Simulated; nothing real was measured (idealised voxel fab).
process module | voxel trench capacitor
cross-section cut | 285 nm wide | cells 5 nm
A cross-section is a grid of square cells, given in bands from the top down. A band is one or more rows of cells.
Each band's line starts with the height of the band's top and of its bottom, in nm. Then come its materials from left to right, each with its width in nm. One material with "throughout" fills the band from edge to edge. "air" is empty space.
Height 0 is the level under which the wafer as received is all one material. The lowest band goes on downwards, as in "0 down".
A width such as "30 to 40" changes by the same amount from each row of cells to the next, from the band's top row to its bottom row.
"no change" after a step means that no cell of the cross-section changed.
closed voids: empty space of 8 cells or more with no open way to the top, each as width x height at its distance from the left edge, in nm
after a step's settings: what the simulator itself notes on the step
overlay nm, on a step with a mask: how far to the right of its planned place the mask lay; to the left if negative
plan
1 op RECEIVE | material Si
2 op CONFORMAL_DEP | material SiN | thk nm 10
3 op PATTERN | tone open | mask id TRENCH | material resist | width nm 20 | pitch nm 50 | thk nm 15 | overlay nm 0
4 op DIRECTIONAL_ETCH | etch materials SiN | depth nm 10
5 op DIRECTIONAL_ETCH | etch materials Si | depth nm 35
6 op STRIP | etch materials resist
7 op CONFORMAL_DEP | material SiO2 | thk nm 5
8 op FILL_DEP | material polySi | thk nm 5
9 op CMP | height nm 0
varied across the wafers: height nm of step 9. The plan shows the first wafer's value. All wafers start alike
first wafer as received, after step 1
  0 down: Si throughout
  closed voids: none
first wafer at the end, after step 9
  0 to -30: Si 105 | SiO2 5 | polySi 10 | SiO2 5 | Si 30 | SiO2 5 | polySi 10 | SiO2 5 | Si 110
  -30 to -35: Si 105 | SiO2 20 | Si 30 | SiO2 20 | Si 110
  -35 down: Si throughout
  closed voids: none
last wafer at the end
  20 to 15: polySi throughout
  15 to 10: SiO2 110 | polySi 10 | SiO2 40 | polySi 10 | SiO2 115
  10 to 0: SiN 105 | SiO2 5 | polySi 10 | SiO2 5 | SiN 30 | SiO2 5 | polySi 10 | SiO2 5 | SiN 110
  0 to -30: Si 105 | SiO2 5 | polySi 10 | SiO2 5 | Si 30 | SiO2 5 | polySi 10 | SiO2 5 | Si 110
  -30 to -35: Si 105 | SiO2 20 | Si 30 | SiO2 20 | Si 110
  -35 down: Si throughout
  closed voids: none
each wafer at the end: cells of each material gained (+) or lost (-) since it was received, then its closed voids
height nm 0 | -56 Si | +32 SiO2 | +24 polySi | closed voids: none
height nm 5 | -56 Si | +49 SiN | +36 SiO2 | +28 polySi | closed voids: none
height nm 10 | -56 Si | +98 SiN | +40 SiO2 | +32 polySi | closed voids: none
height nm 15 | -56 Si | +98 SiN | +93 SiO2 | +36 polySi | closed voids: none
height nm 20 | -56 Si | +98 SiN | +93 SiO2 | +93 polySi | closed voids: none
